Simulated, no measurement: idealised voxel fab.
process module | voxel ribs on slabs
cross-section cut | 265 nm wide | cells 5 nm
A cross-section is a grid of square cells, given in bands from the top down. A band is one or more rows of cells.
Each band's line starts with the height of the band's top and of its bottom, in nm. Then come its materials from left to right, each with its width in nm. One material with "throughout" fills the band from edge to edge. "air" is empty space.
Height 0 is the level under which the wafer as received is all one material. The lowest band goes on downwards, as in "0 down".
A width such as "30 to 40" changes by the same amount from each row of cells to the next, from the band's top row to its bottom row.
"no change" after a step means that no cell of the cross-section changed.
closed voids: empty space of 8 cells or more with no open way to the top, each as width x height at its distance from the left edge, in nm
after a step's settings: what the simulator itself notes on the step
overlay nm, on a step with a mask: how far to the right of its planned place the mask lay; to the left if negative
plan
1 op RECEIVE | material Si
2 op DIRECTIONAL_DEP | material SiO2 | thk nm 25
3 op DIRECTIONAL_DEP | material SiN | thk nm 10
4 op MASKED_ETCH | tone cover | mask id RIB | width nm 20 | etch materials SiN | depth nm 15 | overlay nm 0
5 op PATTERN | tone cover | mask id SLAB | material resist | width nm 60 | thk nm 15 | overlay nm 0
6 op DIRECTIONAL_ETCH | etch materials SiN | depth nm 5
7 op STRIP | etch materials resist
8 op FILL_DEP | material SiO2 | thk nm 30
9 op CMP | height nm 65
10 op DIRECTIONAL_DEP | material W | thk nm 10
11 op PATTERN | tone cover | mask id HEATER | material resist | width nm 30 | thk nm 20 | overlay nm 0
12 op DIRECTIONAL_ETCH | etch materials W | depth nm 10
13 op STRIP | etch materials resist
14 op CONFORMAL_DEP | material SiO2 | thk nm 10
varied across the wafers: thk nm of step 3. The plan shows the first wafer's value. All wafers start alike
first wafer as received, after step 1
  0 down: Si throughout
  closed voids: none
each wafer at the end: cells of each material gained (+) or lost (-) since it was received, then its closed voids
thk nm 10 | +8 SiN | +795 SiO2 | +12 W | closed voids: none
thk nm 15 | +12 SiN | +791 SiO2 | +12 W | closed voids: none
thk nm 20 | +24 SiN | +779 SiO2 | +12 W | closed voids: none
thk nm 25 | +77 SiN | +726 SiO2 | +12 W | closed voids: none
thk nm 30 | +130 SiN | +673 SiO2 | +12 W | closed voids: none
thk nm 35 | +183 SiN | +620 SiO2 | +12 W | closed voids: none
